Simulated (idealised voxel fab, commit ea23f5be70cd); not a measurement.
process module | voxel capacitor over wiring
cross-section cut | 205 nm wide | cells 5 nm
A cross-section is a grid of square cells, given in bands from the top down. A band is one or more rows of cells.
Each band's line starts with the height of the band's top and of its bottom, in nm. Then come its materials from left to right, each with its width in nm. One material with "throughout" fills the band from edge to edge. "air" is empty space.
Height 0 is the level under which the wafer as received is all one material. The lowest band goes on downwards, as in "0 down".
A width such as "30 to 40" changes by the same amount from each row of cells to the next, from the band's top row to its bottom row.
"no change" after a step means that no cell of the cross-section changed.
closed voids: empty space of 8 cells or more with no open way to the top, each as width x height at its distance from the left edge, in nm
after a step's settings: what the simulator itself notes on the step
overlay nm, on a step with a mask: how far to the right of its planned place the mask lay; to the left if negative
plan
1 op RECEIVE | material Si
2 op CONFORMAL_DEP | material SiO2 | thk nm 10
3 op CONFORMAL_DEP | material SiN | thk nm 5
4 op DIRECTIONAL_DEP | material lowk | thk nm 20
5 op DIRECTIONAL_DEP | material aC | thk nm 10
6 op PATTERN | tone open | mask id METAL_1 | material resist | width nm 20 | pitch nm 70 | thk nm 25 | overlay nm 0
7 op DIRECTIONAL_ETCH | etch materials aC | depth nm 10
8 op STRIP | etch materials resist
9 op DIRECTIONAL_ETCH | etch materials lowk | depth nm 20
10 op DIRECTIONAL_ETCH | etch materials SiN | depth nm 5
11 op STRIP | etch materials aC
12 op CONFORMAL_DEP | material TiN | thk nm 5
13 op FILL_DEP | material Cu | thk nm 10
14 op CMP | height nm 35
15 op CONFORMAL_DEP | material SiCN | thk nm 5
16 op DIRECTIONAL_DEP | material SiO2 | thk nm 15
17 op DIRECTIONAL_DEP | material aC | thk nm 15
18 op PATTERN | tone open | mask id PLUG_1 | material resist | width nm 15 | thk nm 30 | overlay nm 0
19 op DIRECTIONAL_ETCH | etch materials aC | depth nm 15
20 op STRIP | etch materials resist
21 op DIRECTIONAL_ETCH | etch materials SiO2 | depth nm 15
22 op DIRECTIONAL_ETCH | etch materials SiCN | depth nm 5
23 op STRIP | etch materials aC
24 op EPI | material Ru | thk nm 10
25 op EPI | material Ru | thk nm 10
26 op DIRECTIONAL_DEP | material TiN | thk nm 10
27 op DIRECTIONAL_DEP | material SiN | thk nm 5
28 op DIRECTIONAL_DEP | material TiN | thk nm 10
29 op DIRECTIONAL_DEP | material aC | thk nm 15
30 op PATTERN | tone cover | mask id UPPER_PLATE | material resist | width nm 55 | thk nm 35 | overlay nm 0
31 op DIRECTIONAL_ETCH | etch materials aC | depth nm 15
32 op STRIP | etch materials resist
33 op DIRECTIONAL_ETCH | etch materials TiN | depth nm 10
34 op DIRECTIONAL_ETCH | etch materials SiN | depth nm 5
35 op STRIP | etch materials aC
36 op MASKED_ETCH | tone cover | mask id LOWER_PLATE | width nm 65 | etch materials TiN | depth nm 10 | overlay nm 0
37 op FILL_DEP | material SiO2 | thk nm 20
38 op CMP | height nm 95
39 op MASKED_ETCH | tone open | mask id PLUG_2 | width nm 15 | etch materials SiO2 | depth nm 15 | overlay nm 0
40 op CONFORMAL_DEP | material TiN | thk nm 5
41 op FILL_DEP | material Cu | thk nm 5
42 op CMP | height nm 95
43 op CONFORMAL_DEP | material SiCN | thk nm 5
as received, after step 1
  0 down: Si throughout
  closed voids: none
first wafer at the end, as planned
  100 to 95: SiCN throughout
  95 to 85: SiO2 70 | TiN 5 | Cu 5 | TiN 5 | SiO2 120
  85 to 80: SiO2 70 | TiN 15 | SiO2 120
  80 to 70: SiO2 60 | TiN 55 | SiO2 90
  70 to 65: SiO2 60 | SiN 55 | SiO2 90
  65 to 55: SiO2 55 | TiN 65 | SiO2 85
  55 to 40: SiO2 60 | Ru 15 | SiO2 130
  40 to 35: SiCN 60 | Ru 15 | SiCN 130
  35 to 15: lowk 55 | TiN 5 | Cu 10 | TiN 5 | lowk 50 | TiN 5 | Cu 10 | TiN 5 | lowk 60
  15 to 10: SiN 55 | TiN 20 | SiN 50 | TiN 20 | SiN 60
  10 to 0: SiO2 throughout
  0 down: Si throughout
  closed voids: none
second wafer at the end: like start, like plan, one mistake
  100 to 95: SiCN throughout
  95 to 85: SiO2 70 | TiN 5 | Cu 5 | TiN 5 | SiO2 120
  85 to 80: SiO2 70 | TiN 15 | SiO2 120
  80 to 70: SiO2 60 | TiN 55 | SiO2 90
  70 to 65: SiO2 60 | SiN 55 | SiO2 90
  65 to 55: SiO2 55 | TiN 65 | SiO2 85
  55 to 40: SiO2 60 | Ru 15 | SiO2 130
  40 to 35: SiCN 60 | Ru 15 | SiCN 130
  35 to 30: SiN 55 | TiN 20 | SiN 50 | TiN 20 | SiN 60
  30 to 10: lowk throughout
  10 to 0: SiO2 throughout
  0 down: Si throughout
  closed voids: none
what went wrong: steps 3 and 4 were swapped
at the end the second wafer has, in cells: 16 fewer of Cu | 16 fewer of TiN | 32 more of lowk
